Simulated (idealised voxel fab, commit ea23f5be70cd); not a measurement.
A process module follows: voxel self aligned vias.
Shown is cross-section cut, with a width of 225 nm and square cells of size 5 nm.
Think of the cross-section as a grid of square cells. We describe it in bands, top to bottom, and each band covers one or more rows of those cells. Band: top height; bottom height; in nm. Then, left to right: material with width in nm, for each material. "all across": a single material spanning edge to edge. "blank": empty space. Height is counted from the level 0, under which the received wafer is composed throughout of one material. The lowest of the bands is not closed at the bottom but continues downward, in the notation "0 and below". Per-row width for "30->40": begins at first number (top row of band), ends at second number (bottom row), increment between rows held constant. The designation "no change occurred", where it is given for a processing step, indicates that no cell of the cross-section was altered in the course of that step. Closed-off voids of 8+ cells (no open route to the top) go in "Catalogued sealed voids", written width x height at distance from the left edge, in nm. Post-settings text on a step line: simulator's own remark regarding the step. On any step carrying a mask, the "overlay nm" setting, if present on the step's line, tells how far right of its planned place the mask lay; negative values point to the left.

**Steps in the process plan**
1,op RECEIVE | material Si
2,op CONFORMAL_DEP | material SiO2 | thk nm 10
3,op CONFORMAL_DEP | material SiCN | thk nm 5
4,op DIRECTIONAL_DEP | material SiO2 | thk nm 20
5,op MASKED_ETCH | tone open | mask id LINES | width nm 30 | pitch nm 70 | etch materials SiO2 | depth nm 20 | overlay nm 0
6,op CONFORMAL_DEP | material TiN | thk nm 5
7,op FILL_DEP | material W | thk nm 5
8,op CMP | height nm 35
9,op SELECTIVE_ETCH | etch materials W Ru TiN | depth nm 10
10,op FILL_DEP | material SiN | thk nm 5
11,op CMP | height nm 35
12,op DIRECTIONAL_DEP | material SiO2 | thk nm 20
13,op DIRECTIONAL_DEP | material aC | thk nm 10
14,op PATTERN | tone open | mask id VIAS | material resist | width nm 40 | pitch nm 140 | thk nm 25 | overlay nm 0
15,op DIRECTIONAL_ETCH | etch materials aC | depth nm 10
16,op STRIP | etch materials resist
17,op DIRECTIONAL_ETCH | etch materials SiO2 | depth nm 20
18,op DIRECTIONAL_ETCH | etch materials SiN | depth nm 10
19,op STRIP | etch materials aC
20,op CONFORMAL_DEP | material TiN | thk nm 5
21,op FILL_DEP | material Ru | thk nm 5
22,op CMP | height nm 55
23,op CONFORMAL_DEP | material SiCN | thk nm 5

**Wafer, first of two, run as planned**

**Wafer as received: cross-section following step 1**
> 0 and below  Si all across
> Catalogued sealed voids: none

**So this is the wafer cross-section right after step 2**
> 10 down to 0  SiO2 all across
> Below 0 it's all the same as before, nothing changed down there.

**So this is the wafer cross-section right after step 3**
> 15 down to 10  SiCN all across
> Below 10 it's all the same as before, nothing changed down there.

**So this is the wafer cross-section right after step 4**
> 35 down to 15  SiO2 all across
> Below 15 it's all the same as before, nothing changed down there.

**So this is the wafer cross-section right after step 5**
> 35 down to 15  SiO2 (25), then blank (30), then SiO2 (40), then blank (30), then SiO2 (40), then blank (30), then SiO2 (30)
> Below 15 it's all the same as before, nothing changed down there.

**So this is the wafer cross-section right after step 6**
> 40 down to 35  TiN (30), then blank (20), then TiN (50), then blank (20), then TiN (50), then blank (20), then TiN (35)
> 35 down to 20  SiO2 (25), then TiN (5), then blank (20), then TiN (5), then SiO2 (40), then TiN (5), then blank (20), then TiN (5), then SiO2 (40), then TiN (5), then blank (20), then TiN (5), then SiO2 (30)
> 20 down to 15  SiO2 (25), then TiN (30), then SiO2 (40), then TiN (30), then SiO2 (40), then TiN (30), then SiO2 (30)
> Below 15 it's all the same as before, nothing changed down there.

**So this is the wafer cross-section right after step 7**
> 45 down to 40  W all across
> 40 down to 35  TiN (30), then W (20), then TiN (50), then W (20), then TiN (50), then W (20), then TiN (35)
> 35 down to 20  SiO2 (25), then TiN (5), then W (20), then TiN (5), then SiO2 (40), then TiN (5), then W (20), then TiN (5), then SiO2 (40), then TiN (5), then W (20), then TiN (5), then SiO2 (30)
> Below 20 it's all the same as before, nothing changed down there.

**So this is the wafer cross-section right after step 8**
> 35 down to 20  SiO2 (25), then TiN (5), then W (20), then TiN (5), then SiO2 (40), then TiN (5), then W (20), then TiN (5), then SiO2 (40), then TiN (5), then W (20), then TiN (5), then SiO2 (30)
> Below 20 it's all the same as before, nothing changed down there.

**So this is the wafer cross-section right after step 9**
> 35 down to 25  SiO2 (25), then blank (30), then SiO2 (40), then blank (30), then SiO2 (40), then blank (30), then SiO2 (30)
> Below 25 it's all the same as before, nothing changed down there.

**So this is the wafer cross-section right after step 10**
> 40 down to 35  SiN all across
> 35 down to 25  SiO2 (25), then SiN (30), then SiO2 (40), then SiN (30), then SiO2 (40), then SiN (30), then SiO2 (30)
> Below 25 it's all the same as before, nothing changed down there.

**So this is the wafer cross-section right after step 11**
> 35 down to 25  SiO2 (25), then SiN (30), then SiO2 (40), then SiN (30), then SiO2 (40), then SiN (30), then SiO2 (30)
> Below 25 it's all the same as before, nothing changed down there.

**So this is the wafer cross-section right after step 12**
> 55 down to 35  SiO2 all across
> Below 35 it's all the same as before, nothing changed down there.

**So this is the wafer cross-section right after step 13**
> 65 down to 55  aC all across
> Below 55 it's all the same as before, nothing changed down there.

**So this is the wafer cross-section right after step 14**
> 90 down to 65  resist (20), then blank (40), then resist (100), then blank (40), then resist (25)
> Below 65 it's all the same as before, nothing changed down there.

**So this is the wafer cross-section right after step 15**
> 80 down to 65  resist (20), then blank (40), then resist (100), then blank (40), then resist (25)
> 65 down to 55  aC (20), then blank (40), then aC (100), then blank (40), then aC (25)
> Below 55 it's all the same as before, nothing changed down there.

**So this is the wafer cross-section right after step 16**
> 65 down to 55  aC (20), then blank (40), then aC (100), then blank (40), then aC (25)
> Below 55 it's all the same as before, nothing changed down there.

**So this is the wafer cross-section right after step 17**
> 65 down to 55  aC (20), then blank (40), then aC (100), then blank (40), then aC (25)
> 55 down to 35  SiO2 (20), then blank (40), then SiO2 (100), then blank (40), then SiO2 (25)
> Below 35 it's all the same as before, nothing changed down there.

**So this is the wafer cross-section right after step 18**
> 65 down to 55  aC (20), then blank (40), then aC (100), then blank (40), then aC (25)
> 55 down to 35  SiO2 (20), then blank (40), then SiO2 (100), then blank (40), then SiO2 (25)
> 35 down to 25  SiO2 (25), then blank (30), then SiO2 (40), then SiN (30), then SiO2 (40), then blank (30), then SiO2 (30)
> Below 25 it's all the same as before, nothing changed down there.

**So this is the wafer cross-section right after step 19**
> 55 down to 35  SiO2 (20), then blank (40), then SiO2 (100), then blank (40), then SiO2 (25)
> Below 35 it's all the same as before, nothing changed down there.

**So this is the wafer cross-section right after step 20**
> 60 down to 55  TiN (25), then blank (30), then TiN (110), then blank (30), then TiN (30)
> 55 down to 40  SiO2 (20), then TiN (5), then blank (30), then TiN (5), then SiO2 (100), then TiN (5), then blank (30), then TiN (5), then SiO2 (25)
> 40 down to 35  SiO2 (20), then TiN (10), then blank (20), then TiN (10), then SiO2 (100), then TiN (10), then blank (20), then TiN (10), then SiO2 (25)
> 35 down to 30  SiO2 (25), then TiN (5), then blank (20), then TiN (5), then SiO2 (40), then SiN (30), then SiO2 (40), then TiN (5), then blank (20), then TiN (5), then SiO2 (30)
> 30 down to 25  SiO2 (25), then TiN (30), then SiO2 (40), then SiN (30), then SiO2 (40), then TiN (30), then SiO2 (30)
> Below 25 it's all the same as before, nothing changed down there.

**So this is the wafer cross-section right after step 21**
> 65 down to 60  Ru all across
> 60 down to 55  TiN (25), then Ru (30), then TiN (110), then Ru (30), then TiN (30)
> 55 down to 40  SiO2 (20), then TiN (5), then Ru (30), then TiN (5), then SiO2 (100), then TiN (5), then Ru (30), then TiN (5), then SiO2 (25)
> 40 down to 35  SiO2 (20), then TiN (10), then Ru (20), then TiN (10), then SiO2 (100), then TiN (10), then Ru (20), then TiN (10), then SiO2 (25)
> 35 down to 30  SiO2 (25), then TiN (5), then Ru (20), then TiN (5), then SiO2 (40), then SiN (30), then SiO2 (40), then TiN (5), then Ru (20), then TiN (5), then SiO2 (30)
> Below 30 it's all the same as before, nothing changed down there.

**So this is the wafer cross-section right after step 22**
> 55 down to 40  SiO2 (20), then TiN (5), then Ru (30), then TiN (5), then SiO2 (100), then TiN (5), then Ru (30), then TiN (5), then SiO2 (25)
> Below 40 it's all the same as before, nothing changed down there.

**So this is the wafer cross-section right after step 23**
> 60 down to 55  SiCN all across
> Below 55 it's all the same as before, nothing changed down there.

**The second wafer began exactly as the first did and followed the same plan, but one mistake was made while running it; through step 16 inclusive, the two wafers are identical**

**X-section, second wafer, when step 17 was due to finish**
> 65 down to 55  aC (20), then blank (40), then aC (100), then blank (40), then aC (25)
> 55 down to 35  SiO2 (20), then blank (40), then SiO2 (100), then blank (40), then SiO2 (25)
> 35 down to 25  SiO2 (20), then blank (5), then SiN (30), then blank (5), then SiO2 (35), then SiN (30), then SiO2 (35), then blank (5), then SiN (30), then blank (5), then SiO2 (25)
> 25 down to 20  SiO2 (20), then blank (5), then TiN (5), then W (20), then TiN (5), then blank (5), then SiO2 (35), then TiN (5), then W (20), then TiN (5), then SiO2 (35), then blank (5), then TiN (5), then W (20), then TiN (5), then blank (5), then SiO2 (25)
> 20 down to 15  SiO2 (20), then blank (5), then TiN (30), then blank (5), then SiO2 (35), then TiN (30), then SiO2 (35), then blank (5), then TiN (30), then blank (5), then SiO2 (25)
> Below 15 it's all the same as before, nothing changed down there.

**X-section, second wafer, when step 18 was due to finish**
> 65 down to 55  aC (20), then blank (40), then aC (100), then blank (40), then aC (25)
> 55 down to 35  SiO2 (20), then blank (40), then SiO2 (100), then blank (40), then SiO2 (25)
> 35 down to 25  SiO2 (20), then blank (40), then SiO2 (35), then SiN (30), then SiO2 (35), then blank (40), then SiO2 (25)
> Below 25 it's all the same as before, nothing changed down there.

**X-section, second wafer, when step 19 was due to finish**
> 55 down to 35  SiO2 (20), then blank (40), then SiO2 (100), then blank (40), then SiO2 (25)
> Below 35 it's all the same as before, nothing changed down there.

**X-section, second wafer, when step 20 was due to finish**
> 60 down to 55  TiN (25), then blank (30), then TiN (110), then blank (30), then TiN (30)
> 55 down to 35  SiO2 (20), then TiN (5), then blank (30), then TiN (5), then SiO2 (100), then TiN (5), then blank (30), then TiN (5), then SiO2 (25)
> 35 down to 30  SiO2 (20), then TiN (5), then blank (30), then TiN (5), then SiO2 (35), then SiN (30), then SiO2 (35), then TiN (5), then blank (30), then TiN (5), then SiO2 (25)
> 30 down to 25  SiO2 (20), then TiN (40), then SiO2 (35), then SiN (30), then SiO2 (35), then TiN (40), then SiO2 (25)
> 25 down to 20  SiO2 (20), then TiN (10), then W (20), then TiN (10), then SiO2 (35), then TiN (5), then W (20), then TiN (5), then SiO2 (35), then TiN (10), then W (20), then TiN (10), then SiO2 (25)
> 20 down to 15  SiO2 (20), then TiN (40), then SiO2 (35), then TiN (30), then SiO2 (35), then TiN (40), then SiO2 (25)
> Below 15 it's all the same as before, nothing changed down there.

**X-section, second wafer, when step 21 was due to finish**
> 65 down to 60  Ru all across
> 60 down to 55  TiN (25), then Ru (30), then TiN (110), then Ru (30), then TiN (30)
> 55 down to 35  SiO2 (20), then TiN (5), then Ru (30), then TiN (5), then SiO2 (100), then TiN (5), then Ru (30), then TiN (5), then SiO2 (25)
> 35 down to 30  SiO2 (20), then TiN (5), then Ru (30), then TiN (5), then SiO2 (35), then SiN (30), then SiO2 (35), then TiN (5), then Ru (30), then TiN (5), then SiO2 (25)
> Below 30 it's all the same as before, nothing changed down there.

**X-section, second wafer, when step 22 was due to finish**
> 55 down to 35  SiO2 (20), then TiN (5), then Ru (30), then TiN (5), then SiO2 (100), then TiN (5), then Ru (30), then TiN (5), then SiO2 (25)
> Below 35 it's all the same as before, nothing changed down there.

**X-section, second wafer, when step 23 was due to finish**
> 60 down to 55  SiCN all across
> Below 55 it's all the same as before, nothing changed down there.
So what did we get wrong on this run? twice, step 17 of the plan was run
End check, counted in cells, second wafer has more or fewer of these materials than the first: Ru +8; SiO2 -16; TiN +8
